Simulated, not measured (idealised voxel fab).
Name of the process module below: voxel fin reveal
For reference, the cross-section in this document is cut, with width 215 nm and square cells of 5 nm.
This document writes a cross-section as a grid whose cells are square, and gives it as bands, listed from the top down; one or more rows of cells form a band. In this notation a band is specified by the heights of its top and bottom, in that order and in nm, after which its materials appear from left to right, each paired with its width in nm. The word "edge to edge" attached to a single material means that material fills the band from edge to edge; the word "blank" stands for empty space. Basically, 0 is our baseline, since under it the wafer straight out of the box is all one material. The bottom band has no lower end and keeps on going down, so it looks like "z 0 and below". Read "30->40" as a graded width: first number on top, second number at the bottom, same change between each pair of neighbouring rows. The designation "everything unchanged", where it is given for a processing step, indicates that no cell of the cross-section was altered in the course of that step. The list in "Cavities, closed" covers empty spaces of 8 cells or more that cannot reach the top through any open way, and it gives each as width x height at distance; the distance is from the left edge, and width, height and distance are in nm. after a step's settings: what the simulator itself notes on the step. Among the settings permitted on a step's line is "overlay nm"; applied to a step with a mask, it specifies the extent to which the mask lay to the right of its planned position, whereas a negative figure signifies a position to the left.

## Listed below are the process steps as planned
step 1: RECEIVE, material Si
step 2: CONFORMAL_DEP, material SiN, thk nm 5
step 3: MASKED_ETCH, tone cover, mask id FINS, width nm 15, pitch nm 40, etch materials SiN, depth nm 5, overlay nm 0
step 4: MASKED_ETCH, tone cover, mask id FINS, width nm 15, pitch nm 40, etch materials Si, depth nm 30, overlay nm 0
step 5: OXIDIZE, depth nm 5
step 6: FILL_DEP, material SiO2, thk nm 10
step 7: CMP, height nm 5
step 8: SELECTIVE_ETCH, etch materials SiO2, depth nm 25
step 9: STRIP, etch materials SiN
Heads up: all these wafers start the same, and what changes between them is the width nm in step 3. The value you see in the plan is just what the first wafer got.

## Cross-section of the first of several wafers as received (after step 1)
	z 0 and below = Si edge to edge
	Cavities, closed: none

## Gained (+) or lost (-) cells of each material since receipt, then closed voids: one row per wafer, at the end of the module
width nm 15; -280 Si; +120 SiO2; Cavities, closed: none
width nm 20; -259 Si; +111 SiO2; Cavities, closed: none
width nm 25; -238 Si; +102 SiO2; Cavities, closed: none
